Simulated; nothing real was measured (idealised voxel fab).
process module | voxel self aligned contacts
cross-section cut | 225 nm wide | cells 5 nm
Cross-section, as written here: a square-cell grid given band by band from the top down, where a band holds one or more rows of cells. It is stipulated that each band's entry specify, in nanometres, the height of the top of the band and then that of its bottom, followed by the materials of the band in left-to-right sequence, each together with its width in nanometres. A single material marked by the word "everywhere" is understood to fill the band from edge to edge; the word "blank" is understood to denote empty space. Zero point of the height axis is 0; under it, received wafer = one material. Lowest band: continues down indefinitely, "z 0 and below". Graded width ("30..40"): value in top row of band = first number; value in bottom row = second number; row-to-row change constant. "same as before", as given for a step, is the statement that not any cell of the cross-section underwent a change during that step. "Sealed internal cavities" - sealed voids, min. 8 cells, no opening to top; format: width x height at distance (distance from left edge; nm throughout). What comes after the settings on a step's line is commentary from the simulator itself on that step. Among the settings permitted on a step's line is "overlay nm"; applied to a step with a mask, it specifies the extent to which the mask lay to the right of its planned position, whereas a negative figure signifies a position to the left.

Steps in the process plan
1 RECEIVE (material Si)
2 OXIDIZE (depth nm 5)
3 DIRECTIONAL_DEP (material polySi; thk nm 20)
4 DIRECTIONAL_DEP (material SiN; thk nm 20)
5 DIRECTIONAL_DEP (material aC; thk nm 10)
6 PATTERN (tone cover; mask id GATE; material resist; width nm 25; pitch nm 50; thk nm 30; overlay nm 0)
7 DIRECTIONAL_ETCH (etch materials aC; depth nm 10)
8 STRIP (etch materials resist)
9 DIRECTIONAL_ETCH (etch materials SiN; depth nm 20)
10 DIRECTIONAL_ETCH (etch materials polySi; depth nm 20)
11 STRIP (etch materials aC)
12 CONFORMAL_DEP (material SiN; thk nm 5)
13 DIRECTIONAL_ETCH (etch materials SiN; depth nm 5)
14 FILL_DEP (material SiO2; thk nm 15)
15 CMP (height nm 50)
16 PATTERN (tone open; mask id CONTACT; material resist; width nm 25; pitch nm 50; thk nm 20; overlay nm 0)
17 DIRECTIONAL_ETCH (etch materials SiO2; depth nm 55)
18 STRIP (etch materials resist)
19 CONFORMAL_DEP (material TiN; thk nm 5)
20 FILL_DEP (material Ru; thk nm 5)
21 CMP (height nm 50)
22 CONFORMAL_DEP (material SiCN; thk nm 5)
The plan shows the width nm of step 16 as the first wafer had it; this setting differs between the wafers, which start out alike.

The first of several wafers as received, shown in cross-section; this is its state after step 1
  z 0 and below  Si everywhere
  Sealed internal cavities: none

Tabulated below, wafer by wafer, are the end-of-module results: for each material, the number of cells gained (+) or lost (-) relative to the as-received state, followed by the closed voids
width nm 25, +24 Ru, -45 Si, +45 SiCN, +108 SiN, +253 SiO2, +50 TiN, +60 polySi, Sealed internal cavities: none
width nm 30, +26 Ru, -45 Si, +45 SiCN, +108 SiN, +249 SiO2, +52 TiN, +60 polySi, Sealed internal cavities: none
width nm 35, +28 Ru, -45 Si, +45 SiCN, +108 SiN, +245 SiO2, +54 TiN, +60 polySi, Sealed internal cavities: none
